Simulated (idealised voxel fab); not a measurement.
The name of this process module is voxel wiring stack.
cross-section cut | 185 nm wide | cells 5 nm
Notation: cross-section as square-cell grid; stated in bands, top first, going down; one or more cell rows per band.
Heights first: top, then bottom, in nm. Then materials, left to right, each with a width in nm. "throughout" on a single material: fills the band edge to edge. "air": empty space.
Below 0: as-received wafer, all one material; heights counted from there. Lowest band: no bottom, goes on down, written "0 nm and below".
It should be noted that a width expressed as "30 to 40" varies in equal increments from row to row of cells within the band, taking the value of the first number at the top row and that of the second number at the bottom row.
Take "identical to before" at face value: in the step it is given for, the cross-section changed in none of its cells.
The entry "Catalogued sealed voids" lists the empty spaces that cover at least 8 cells and have no open path to the top. Each is written as width x height at distance, where the distance is measured from the left edge and all three values are in nm.
after a step's settings: what the simulator itself notes on the step
overlay nm: how far to the right of its planned place the mask lay on this masked step (negative: to the left).
The following list gives the planned process steps
1) RECEIVE,material Si
2) CONFORMAL_DEP,material SiO2,thk nm 15
3) DIRECTIONAL_DEP,material TiN,thk nm 5
4) DIRECTIONAL_DEP,material W,thk nm 15
5) PATTERN,tone cover,mask id METAL_1,material resist,width nm 20,pitch nm 45,thk nm 20,overlay nm 0
6) DIRECTIONAL_ETCH,etch materials W,depth nm 15
7) DIRECTIONAL_ETCH,etch materials TiN,depth nm 5
8) STRIP,etch materials resist
9) CONFORMAL_DEP,material SiN,thk nm 5
10) FILL_DEP,material lowk,thk nm 5
11) CMP,height nm 35
12) CONFORMAL_DEP,material SiCN,thk nm 5
13) DIRECTIONAL_DEP,material SiO2,thk nm 35
14) MASKED_ETCH,tone open,mask id METAL_2,width nm 20,pitch nm 45,etch materials SiO2,depth nm 20,overlay nm 0
15) DIRECTIONAL_DEP,material aC,thk nm 15
16) PATTERN,tone open,mask id METAL_2_HOLES,material resist,width nm 15,pitch nm 45,thk nm 35,overlay nm 0
17) DIRECTIONAL_ETCH,etch materials aC,depth nm 15
18) STRIP,etch materials resist
19) DIRECTIONAL_ETCH,etch materials SiO2,depth nm 15
20) DIRECTIONAL_ETCH,etch materials SiCN,depth nm 5
21) STRIP,etch materials aC
22) CONFORMAL_DEP,material TiN,thk nm 5
23) FILL_DEP,material Cu,thk nm 5
24) CMP,height nm 75
25) CONFORMAL_DEP,material SiCN,thk nm 5
26) DIRECTIONAL_DEP,material lowk,thk nm 10
27) PATTERN,tone open,mask id PLUG_2,material resist,width nm 15,thk nm 20,overlay nm 0
28) DIRECTIONAL_ETCH,etch materials lowk,depth nm 10
29) DIRECTIONAL_ETCH,etch materials SiCN,depth nm 5
30) STRIP,etch materials resist
31) CONFORMAL_DEP,material TiN,thk nm 5
32) FILL_DEP,material W,thk nm 5
33) CMP,height nm 90
34) CONFORMAL_DEP,material SiCN,thk nm 5
35) DIRECTIONAL_DEP,material SiO2,thk nm 25
36) PATTERN,tone open,mask id METAL_3,material resist,width nm 20,pitch nm 45,thk nm 20,overlay nm 0
37) DIRECTIONAL_ETCH,etch materials SiO2,depth nm 25
38) DIRECTIONAL_ETCH,etch materials SiCN,depth nm 5
39) STRIP,etch materials resist
40) CONFORMAL_DEP,material TiN,thk nm 5
41) FILL_DEP,material Cu,thk nm 10
42) CMP,height nm 120
43) CONFORMAL_DEP,material SiCN,thk nm 5
44) DIRECTIONAL_DEP,material lowk,thk nm 10
45) PATTERN,tone open,mask id PLUG_3,material resist,width nm 15,pitch nm 45,thk nm 15,overlay nm 0
46) DIRECTIONAL_ETCH,etch materials lowk,depth nm 10
47) DIRECTIONAL_ETCH,etch materials SiCN,depth nm 5
48) STRIP,etch materials resist
49) EPI,material Ru,thk nm 10
50) EPI,material Ru,thk nm 5
51) DIRECTIONAL_DEP,material TiN,thk nm 5
52) DIRECTIONAL_DEP,material W,thk nm 25
53) MASKED_ETCH,tone cover,mask id METAL_4,width nm 20,pitch nm 45,etch materials W,depth nm 25,overlay nm 0
54) MASKED_ETCH,tone cover,mask id METAL_4,width nm 15,pitch nm 45,etch materials TiN,depth nm 5,overlay nm 0
55) CONFORMAL_DEP,material SiN,thk nm 5
56) FILL_DEP,material SiO2,thk nm 10
57) CMP,height nm 165
58) CONFORMAL_DEP,material SiN,thk nm 5
Don't read the plan's width nm for step 54 as applying to every wafer: that's the first wafer's value, and the wafers differ in it, though they all start identical.
Cross-section of the first of several wafers as received (after step 1)
	0 nm and below: Si throughout
	Catalogued sealed voids: none
The following table contains a row per wafer, in which are reported, at the conclusion of the module, the cells of each material gained (+) or lost (-) since the wafer's receipt, with its closed voids given thereafter
width nm 15, +40 Cu, +18 Ru, +125 SiCN, +127 SiN, +590 SiO2, +87 TiN, +66 W, +205 lowk, Catalogued sealed voids: none
width nm 20, +40 Cu, +18 Ru, +125 SiCN, +127 SiN, +590 SiO2, +87 TiN, +66 W, +205 lowk, Catalogued sealed voids: none
width nm 25, +40 Cu, +18 Ru, +125 SiCN, +127 SiN, +588 SiO2, +89 TiN, +66 W, +205 lowk, Catalogued sealed voids: none
width nm 30, +40 Cu, +18 Ru, +125 SiCN, +127 SiN, +586 SiO2, +91 TiN, +66 W, +205 lowk, Catalogued sealed voids: none
